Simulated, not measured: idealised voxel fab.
The process module that follows is named voxel lift off.
The cross-section on display is named cut; it measures 205 nm wide, and its cells are 5 nm squares.
Format of a cross-section: grid, square cells. Given as bands. Order: top down. Band: one or more rows of cells.
Top height, bottom height, nm. Materials left to right, width each, nm. Single material + "edge to edge" = fills band edge to edge. "blank" = empty.
Heights are measured from 0, the level below which the as-received wafer is all one material; the lowest band has no bottom and continues downward, written as in "z 0 and below".
Graded width ("30..40"): value in top row of band = first number; value in bottom row = second number; row-to-row change constant.
No cell of the cross-section changed in a step that is given as "nothing altered".
"Closed cavities" contains a list of empty spaces, each no smaller than 8 cells and without an open way to the top, written in the form width x height at distance with the distance from the left edge and all three in nm.
That trailing text on a step's line, after the settings, is the simulator's own remark on the step.
Regarding "overlay nm": on a step with a mask, it is the distance the mask lay to the right of its planned place; a negative value places it to the left.
**Here's what the planned process steps look like**
1 RECEIVE: material Si
2 CONFORMAL_DEP: material Al2O3, thk nm 15
3 PATTERN: tone open, mask id LINES, material resist, width nm 30, pitch nm 55, thk nm 25, overlay nm 0
4 DIRECTIONAL_DEP: material Ru, thk nm 10
5 STRIP: etch materials resist
6 CONFORMAL_DEP: material SiN, thk nm 5
**Run as planned: first of two wafers**
**Shown in cross-section is the wafer as received, that is, as it stands after step 1**
z 0 and below: Si edge to edge
Closed cavities: none
**Cross-section of the wafer subsequent to step 2**
z 15 to 0: Al2O3 edge to edge
At heights below 0, the structure remains unaltered.
**Cross-section of the wafer subsequent to step 3**
z 40 to 15: resist 60 nm, then blank 30 nm, then resist 25 nm, then blank 30 nm, then resist 60 nm
At heights below 15, the structure remains unaltered.
**Cross-section of the wafer subsequent to step 4**
z 50 to 40: Ru 60 nm, then blank 30 nm, then Ru 25 nm, then blank 30 nm, then Ru 60 nm
z 40 to 25: resist 60 nm, then blank 30 nm, then resist 25 nm, then blank 30 nm, then resist 60 nm
z 25 to 15: resist 60 nm, then Ru 30 nm, then resist 25 nm, then Ru 30 nm, then resist 60 nm
At heights below 15, the structure remains unaltered.
**Cross-section of the wafer subsequent to step 5**
z 25 to 15: blank 60 nm, then Ru 30 nm, then blank 25 nm, then Ru 30 nm, then blank 60 nm
At heights below 15, the structure remains unaltered.
**Cross-section of the wafer subsequent to step 6**
z 30 to 25: blank 55 nm, then SiN 40 nm, then blank 15 nm, then SiN 40 nm, then blank 55 nm
z 25 to 20: blank 55 nm, then SiN 5 nm, then Ru 30 nm, then SiN 5 nm, then blank 15 nm, then SiN 5 nm, then Ru 30 nm, then SiN 5 nm, then blank 55 nm
z 20 to 15: SiN 60 nm, then Ru 30 nm, then SiN 25 nm, then Ru 30 nm, then SiN 60 nm
At heights below 15, the structure remains unaltered.
**The Second Wafer: Common Origin and Plan, One Mistake in Execution, Identical to the First Through Step 2**
**The second wafer cut through, at the time step 3 was supposed to be finished**
z 40 to 15: resist 55 nm, then blank 40 nm, then resist 15 nm, then blank 40 nm, then resist 55 nm
At heights below 15, the structure remains unaltered.
**The second wafer cut through, at the time step 4 was supposed to be finished**
z 50 to 40: Ru 55 nm, then blank 40 nm, then Ru 15 nm, then blank 40 nm, then Ru 55 nm
z 40 to 25: resist 55 nm, then blank 40 nm, then resist 15 nm, then blank 40 nm, then resist 55 nm
z 25 to 15: resist 55 nm, then Ru 40 nm, then resist 15 nm, then Ru 40 nm, then resist 55 nm
At heights below 15, the structure remains unaltered.
**The second wafer cut through, at the time step 5 was supposed to be finished**
z 25 to 15: blank 55 nm, then Ru 40 nm, then blank 15 nm, then Ru 40 nm, then blank 55 nm
At heights below 15, the structure remains unaltered.
**The second wafer cut through, at the time step 6 was supposed to be finished**
z 30 to 25: blank 50 nm, then SiN 50 nm, then blank 5 nm, then SiN 50 nm, then blank 50 nm
z 25 to 20: blank 50 nm, then SiN 5 nm, then Ru 40 nm, then SiN 5 nm, then blank 5 nm, then SiN 5 nm, then Ru 40 nm, then SiN 5 nm, then blank 50 nm
z 20 to 15: SiN 55 nm, then Ru 40 nm, then SiN 15 nm, then Ru 40 nm, then SiN 55 nm
At heights below 15, the structure remains unaltered.
Deviation noted in wafer processing: note that step 3 departed from the planned setting and was carried out as PATTERN: tone open, mask id LINES, material resist, width nm 40, pitch nm 55, thk nm 25, overlay nm 0
It is noted that, at the conclusion of processing, the second wafer exhibits a higher or lower cell count for certain materials relative to the first: Ru +8
